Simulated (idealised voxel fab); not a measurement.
Process module in this document: voxel wiring stack
Shown is cross-section cut, with a width of 190 nm and square cells of size 5 nm.
The cross-sections in this document take the form of a grid made of square cells. They are written out as bands, in order from top to bottom. Each band consists of one or more rows of cells.
Per band: top height and bottom height in nm, followed by the left-to-right materials and their widths in nm; "everywhere" marks a single material spanning edge to edge, "air" marks empty space.
It should be noted that heights are counted from 0, beneath which the wafer as supplied is of one material throughout, and that the lowest band possesses no lower boundary but continues downward, as written in "0 down".
Quick explanation for "30->40": the width changes in equal steps down the rows of cells, from the first number in the band's top row to the second number in its bottom row.
It should be understood that the words "no modification", when stated for a given step, signify that the cross-section underwent no change in any of its cells during that step.
"Fully sealed cavities" specifies each empty space that is not open to the top and that occupies no fewer than 8 cells, using the form width x height at distance, the distance measured from the left edge and all three quantities in nm.
Past the settings on a step's line: simulator remark, on that step.
You can add "overlay nm" to a step's line. For a step with a mask, it describes how far the mask lay to the right of its planned position, and a negative number describes a lay to the left.

# The steps planned for the process are as follows
1 RECEIVE (material Si)
2 CONFORMAL_DEP (material SiO2; thk nm 10)
3 CONFORMAL_DEP (material SiCN; thk nm 5)
4 DIRECTIONAL_DEP (material SiO2; thk nm 25)
5 MASKED_ETCH (tone open; mask id METAL_1; width nm 30; pitch nm 55; etch materials SiO2; depth nm 25; overlay nm 0)
6 MASKED_ETCH (tone open; mask id METAL_1; width nm 30; pitch nm 55; etch materials SiCN; depth nm 5; overlay nm 0)
7 CONFORMAL_DEP (material TiN; thk nm 5)
8 FILL_DEP (material Cu; thk nm 10)
9 CMP (height nm 40)
10 EPI (material Ru; thk nm 5)
11 FILL_DEP (material SiCN; thk nm 5)
12 DIRECTIONAL_DEP (material lowk; thk nm 10)
13 MASKED_ETCH (tone open; mask id PLUG_1; width nm 15; pitch nm 55; etch materials lowk; depth nm 10; overlay nm 0)
14 MASKED_ETCH (tone open; mask id PLUG_1; width nm 15; pitch nm 55; etch materials SiCN; depth nm 5; overlay nm 0)
15 EPI (material Ru; thk nm 10)
16 EPI (material Ru; thk nm 5)
17 DIRECTIONAL_DEP (material TiN; thk nm 5)
18 DIRECTIONAL_DEP (material W; thk nm 25)
19 PATTERN (tone cover; mask id METAL_2; material resist; width nm 30; pitch nm 55; thk nm 20; overlay nm 0)
20 DIRECTIONAL_ETCH (etch materials W; depth nm 25)
21 DIRECTIONAL_ETCH (etch materials TiN; depth nm 5)
22 STRIP (etch materials resist)
23 CONFORMAL_DEP (material SiCN; thk nm 5)
24 FILL_DEP (material lowk; thk nm 5)
25 CMP (height nm 90)
26 CONFORMAL_DEP (material SiCN; thk nm 5)
27 DIRECTIONAL_DEP (material lowk; thk nm 15)
28 DIRECTIONAL_DEP (material aC; thk nm 15)
29 PATTERN (tone open; mask id PLUG_2; material resist; width nm 15; thk nm 30; overlay nm 0)
30 DIRECTIONAL_ETCH (etch materials aC; depth nm 15)
31 STRIP (etch materials resist)
32 DIRECTIONAL_ETCH (etch materials lowk; depth nm 15)
33 DIRECTIONAL_ETCH (etch materials SiCN; depth nm 5)
34 STRIP (etch materials aC)
35 EPI (material Ru; thk nm 10)
36 EPI (material Ru; thk nm 10)
37 DIRECTIONAL_DEP (material TiN; thk nm 5)
38 DIRECTIONAL_DEP (material Ru; thk nm 15)
39 DIRECTIONAL_DEP (material aC; thk nm 15)
40 PATTERN (tone cover; mask id METAL_3; material resist; width nm 30; pitch nm 55; thk nm 30; overlay nm 0)
41 DIRECTIONAL_ETCH (etch materials aC; depth nm 15)
42 STRIP (etch materials resist)
43 DIRECTIONAL_ETCH (etch materials Ru; depth nm 15)
44 DIRECTIONAL_ETCH (etch materials TiN; depth nm 5)
45 STRIP (etch materials aC)
46 CONFORMAL_DEP (material SiN; thk nm 5)
47 FILL_DEP (material SiO2; thk nm 10)
48 CMP (height nm 130)
49 CONFORMAL_DEP (material SiN; thk nm 5)

# The cross-section here shows the wafer as received, i.e. in its state after step 1
* 0 down = Si everywhere
* Fully sealed cavities: none

# Run as planned - first of the two wafers cross-sectioned at the end of the module
* 135 to 130 = SiN everywhere
* 130 to 115 = 45 of SiO2, then 5 of SiN, then 30 of Ru, then 5 of SiN, then 15 of SiO2, then 5 of SiN, then 30 of Ru, then 5 of SiN, then 50 of SiO2
* 115 to 110 = 50 of SiN, then 30 of TiN, then 25 of SiN, then 30 of TiN, then 55 of SiN
* 110 to 95 = 50 of lowk, then 15 of Ru, then 125 of lowk
* 95 to 90 = 50 of SiCN, then 15 of Ru, then 125 of SiCN
* 90 to 65 = 45 of lowk, then 5 of SiCN, then 30 of W, then 5 of SiCN, then 15 of lowk, then 5 of SiCN, then 30 of W, then 5 of SiCN, then 50 of lowk
* 65 to 60 = 50 of SiCN, then 30 of TiN, then 25 of SiCN, then 30 of TiN, then 55 of SiCN
* 60 to 50 = 50 of lowk, then 15 of Ru, then 40 of lowk, then 15 of Ru, then 70 of lowk
* 50 to 40 = 50->45 of SiCN, then 15->40 of Ru, then 40->15 of SiCN, then 15->40 of Ru, then 70->50 of SiCN
* 40 to 15 = 50 of SiO2, then 5 of TiN, then 20 of Cu, then 5 of TiN, then 25 of SiO2, then 5 of TiN, then 20 of Cu, then 5 of TiN, then 55 of SiO2
* 15 to 10 = 50 of SiCN, then 30 of TiN, then 25 of SiCN, then 30 of TiN, then 55 of SiCN
* 10 to 0 = SiO2 everywhere
* 0 down = Si everywhere
* Fully sealed cavities: none

# Now the second wafer, cross-sectioned at the end of the module. Nothing different at the start, nothing different in the plan compared with the first, just one mistake when it was actually run
* 135 to 130 = SiN everywhere
* 130 to 115 = 45 of SiO2, then 5 of SiN, then 30 of Ru, then 5 of SiN, then 15 of SiO2, then 5 of SiN, then 30 of Ru, then 5 of SiN, then 50 of SiO2
* 115 to 110 = 50 of SiN, then 30 of TiN, then 25 of SiN, then 30 of TiN, then 55 of SiN
* 110 to 95 = 50 of lowk, then 15 of Ru, then 125 of lowk
* 95 to 90 = 50 of SiCN, then 15 of Ru, then 125 of SiCN
* 90 to 65 = 45 of lowk, then 5 of SiCN, then 30 of W, then 5 of SiCN, then 15 of lowk, then 5 of SiCN, then 30 of W, then 5 of SiCN, then 50 of lowk
* 65 to 60 = 50 of SiCN, then 30 of TiN, then 25 of SiCN, then 30 of TiN, then 55 of SiCN
* 60 to 50 = 50 of lowk, then 15 of Ru, then 40 of lowk, then 15 of Ru, then 70 of lowk
* 50 to 40 = 50->45 of SiCN, then 15->40 of Ru, then 40->15 of SiCN, then 15->40 of Ru, then 70->50 of SiCN
* 40 to 20 = 50 of SiO2, then 5 of TiN, then 20 of Cu, then 5 of TiN, then 25 of SiO2, then 5 of TiN, then 20 of Cu, then 5 of TiN, then 55 of SiO2
* 20 to 15 = 50 of SiO2, then 10 of TiN, then 10 of Cu, then 10 of TiN, then 25 of SiO2, then 10 of TiN, then 10 of Cu, then 10 of TiN, then 55 of SiO2
* 15 to 10 = 55 of SiCN, then 20 of TiN, then 35 of SiCN, then 20 of TiN, then 60 of SiCN
* 10 to 0 = SiO2 everywhere
* 0 down = Si everywhere
* Fully sealed cavities: none
Heads up, the wafer didn't run the way we planned it: step 6 was not run as planned; what actually ran was MASKED_ETCH (tone open; mask id METAL_1; width nm 20; pitch nm 55; etch materials SiCN; depth nm 5; overlay nm 0)
The closing comparison, in cells, has the second wafer with more or fewer of some materials than the first: Cu -4 | SiCN +4
